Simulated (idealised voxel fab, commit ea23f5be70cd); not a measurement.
process module | voxel lift off
cross-section cut | 155 nm wide | cells 5 nm
A cross-section is a grid of square cells, given in bands from the top down. A band is one or more rows of cells.
Each band's line starts with the height of the band's top and of its bottom, in nm. Then come its materials from left to right, each with its width in nm. One material with "throughout" fills the band from edge to edge. "air" is empty space.
Height 0 is the level under which the wafer as received is all one material. The lowest band goes on downwards, as in "0 down".
A width such as "30 to 40" changes by the same amount from each row of cells to the next, from the band's top row to its bottom row.
"no change" after a step means that no cell of the cross-section changed.
closed voids: empty space of 8 cells or more with no open way to the top, each as width x height at its distance from the left edge, in nm
after a step's settings: what the simulator itself notes on the step
overlay nm, on a step with a mask: how far to the right of its planned place the mask lay; to the left if negative
plan
1 op RECEIVE | material Si
2 op CONFORMAL_DEP | material SiN | thk nm 10
3 op PATTERN | tone open | mask id LINES | material resist | width nm 15 | pitch nm 40 | thk nm 25 | overlay nm 0
4 op DIRECTIONAL_DEP | material Ru | thk nm 15
5 op STRIP | etch materials resist
6 op CONFORMAL_DEP | material SiO2 | thk nm 5
varied across the wafers: width nm of step 3. The plan shows the first wafer's value. All wafers start alike
first wafer as received, after step 1
  0 down: Si throughout
  closed voids: none
each wafer at the end: cells of each material gained (+) or lost (-) since it was received, then its closed voids
width nm 15 | +27 Ru | +62 SiN | +49 SiO2 | closed voids: none
width nm 20 | +36 Ru | +62 SiN | +49 SiO2 | closed voids: none
width nm 25 | +45 Ru | +62 SiN | +49 SiO2 | closed voids: none
